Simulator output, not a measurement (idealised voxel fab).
Presented below is a process module, voxel gate over fins.
Section shown: cut. Width: 235 nm. Cell size: 5 nm, square.
Notation: cross-section as square-cell grid; stated in bands, top first, going down; one or more cell rows per band.
This entry defines a band. It first specifies the height of the band's top and the height of its bottom in nm, and then specifies the band's materials from left to right, stating each material with its width in nm. The word "throughout" identifies a single material that fills the band from edge to edge, while the word "air" identifies empty space.
Height reference: 0 = level under which incoming wafer is all one material. Lowest band: no bottom, runs on downward, e.g. "from 0 down".
The two numbers in a width such as "30..40" mark its ends across the band: the first belongs to the top row of cells, the second to the bottom row, and from each row to the next the width moves by the same amount.
Step note "nothing different" = no cross-section cell changed.
Voids not open to the top, 8 cells minimum: see "Sealed void listing". Written width x height at distance; distance is from the left edge; nm.
The remark found on a step's line after its settings is issued by the simulator itself and pertains to that step.
overlay nm, on a step with a mask: how far to the right of its planned place the mask lay; to the left if negative
## Here's what the planned process steps look like
1: RECEIVE (material Si)
2: CONFORMAL_DEP (material SiN; thk nm 10)
3: MASKED_ETCH (tone cover; mask id FINS; width nm 15; pitch nm 50; etch materials SiN; depth nm 10; overlay nm 0)
4: MASKED_ETCH (tone cover; mask id FINS; width nm 15; pitch nm 50; etch materials Si; depth nm 30; overlay nm 0)
5: OXIDIZE (depth nm 5)
6: FILL_DEP (material SiO2; thk nm 10)
7: CMP (height nm 10)
8: PATTERN (tone open; mask id RAIL; material resist; width nm 15; thk nm 15; overlay nm 0)
9: DIRECTIONAL_ETCH (etch materials SiO2; depth nm 35)
10: STRIP (etch materials resist)
11: CONFORMAL_DEP (material TiN; thk nm 5)
12: FILL_DEP (material W; thk nm 5)
13: CMP (height nm 10)
14: SELECTIVE_ETCH (etch materials W Ru TiN; depth nm 30)
15: FILL_DEP (material SiO2; thk nm 5)
16: CMP (height nm 10)
17: SELECTIVE_ETCH (etch materials SiO2; depth nm 20)
18: STRIP (etch materials SiN)
19: CONFORMAL_DEP (material HfO2; thk nm 5)
20: CONFORMAL_DEP (material TiN; thk nm 5)
21: CONFORMAL_DEP (material TiAl; thk nm 5)
22: CONFORMAL_DEP (material TiN; thk nm 5)
23: FILL_DEP (material W; thk nm 10)
24: CMP (height nm 25)
25: CONFORMAL_DEP (material SiN; thk nm 5)
Same starting wafers, different width nm at step 4. Plan value belongs to the first wafer.
## Here's the first of the wafers in cross-section, just as we got it, i.e. after step 1
  from 0 down = Si throughout
  Sealed void listing: none
## First of several wafers in cross-section at module end, following the final step, step 25
  from 30 to 25 = SiN throughout
  from 25 to 20 = W throughout
  from 20 to 15 = W 20 / TiN 45 / W 5 / TiN 45 / W 5 / TiN 45 / W 5 / TiN 45 / W 20
  from 15 to 10 = W 20 / TiN 5 / TiAl 35 / TiN 5 / W 5 / TiN 5 / TiAl 35 / TiN 5 / W 5 / TiN 5 / TiAl 35 / TiN 5 / W 5 / TiN 5 / TiAl 35 / TiN 5 / W 20
  from 10 to 5 = TiN 25 / TiAl 5 / TiN 25 / TiAl 5 / TiN 15 / TiAl 5 / TiN 25 / TiAl 5 / TiN 15 / TiAl 5 / TiN 25 / TiAl 5 / TiN 15 / TiAl 5 / TiN 25 / TiAl 5 / TiN 25
  from 5 to 0 = TiAl 30 / TiN 5 / HfO2 15 / TiN 5 / TiAl 25 / TiN 5 / HfO2 15 / TiN 5 / TiAl 25 / TiN 5 / HfO2 15 / TiN 5 / TiAl 25 / TiN 5 / HfO2 15 / TiN 5 / TiAl 30
  from 0 to -5 = TiN 35 / HfO2 5 / Si 5 / HfO2 5 / TiN 35 / HfO2 5 / Si 5 / HfO2 5 / TiN 35 / HfO2 5 / Si 5 / HfO2 5 / TiN 35 / HfO2 5 / Si 5 / HfO2 5 / TiN 35
  from -5 to -10 = HfO2 40 / Si 5 / HfO2 45 / Si 5 / HfO2 45 / Si 5 / HfO2 45 / Si 5 / HfO2 40
  from -10 to -20 = SiO2 40 / Si 5 / SiO2 45 / Si 5 / SiO2 45 / Si 5 / SiO2 45 / Si 5 / SiO2 40
  from -20 to -25 = SiO2 40 / Si 5 / SiO2 15 / TiN 15 / SiO2 15 / Si 5 / SiO2 45 / Si 5 / SiO2 45 / Si 5 / SiO2 40
  from -25 to -35 = SiO2 40 / Si 5 / SiO2 45 / Si 5 / SiO2 45 / Si 5 / SiO2 45 / Si 5 / SiO2 40
  from -35 down = Si throughout
  Sealed void listing: none
## Here we cross-sectioned the last of the wafers once the module was done
  from 30 to 25 = SiN throughout
  from 25 to 20 = W throughout
  from 20 to 15 = W 20 / TiN 45 / W 5 / TiN 45 / W 5 / TiN 45 / W 5 / TiN 45 / W 20
  from 15 to 10 = W 15 / TiN 10 / TiAl 35 / TiN 15 / TiAl 35 / TiN 15 / TiAl 35 / TiN 15 / TiAl 35 / TiN 15 / W 10
  from 10 to 5 = TiN 20 / TiAl 10 / TiN 25 / TiAl 25 / TiN 25 / TiAl 25 / TiN 25 / TiAl 25 / TiN 25 / TiAl 15 / TiN 15
  from 5 to 0 = TiAl 25 / TiN 10 / HfO2 15 / TiN 15 / TiAl 10 / TiN 10 / HfO2 15 / TiN 15 / TiAl 10 / TiN 10 / HfO2 15 / TiN 15 / TiAl 10 / TiN 10 / HfO2 15 / TiN 15 / TiAl 20
  from 0 to -5 = TiN 30 / HfO2 10 / Si 5 / HfO2 15 / TiN 20 / HfO2 10 / Si 5 / HfO2 15 / TiN 20 / HfO2 10 / Si 5 / HfO2 15 / TiN 20 / HfO2 10 / Si 5 / HfO2 15 / TiN 25
  from -5 to -10 = HfO2 35 / Si 20 / HfO2 30 / Si 20 / HfO2 30 / Si 20 / HfO2 30 / Si 20 / HfO2 30
  from -10 to -20 = SiO2 35 / Si 20 / SiO2 30 / Si 20 / SiO2 30 / Si 20 / SiO2 30 / Si 20 / SiO2 30
  from -20 to -25 = SiO2 35 / Si 20 / SiO2 5 / TiN 15 / SiO2 10 / Si 20 / SiO2 30 / Si 20 / SiO2 30 / Si 20 / SiO2 30
  from -25 to -35 = SiO2 35 / Si 20 / SiO2 30 / Si 20 / SiO2 30 / Si 20 / SiO2 30 / Si 20 / SiO2 30
  from -35 down = Si throughout
  Sealed void listing: none
## Heads up, this table goes wafer by wafer. A row tells you, at the end of the module, how many cells of each material that wafer has put on (+) or dropped (-) since it was received, and then its closed voids
width nm 15; +63 HfO2; -301 Si; +47 SiN; +212 SiO2; +63 TiAl; +129 TiN; +69 W; Sealed void listing: none
width nm 20; +63 HfO2; -277 Si; +47 SiN; +192 SiO2; +63 TiAl; +129 TiN; +65 W; Sealed void listing: none
width nm 25; +63 HfO2; -253 Si; +47 SiN; +172 SiO2; +63 TiAl; +126 TiN; +64 W; Sealed void listing: none
width nm 30; +63 HfO2; -229 Si; +47 SiN; +152 SiO2; +63 TiAl; +123 TiN; +63 W; Sealed void listing: none
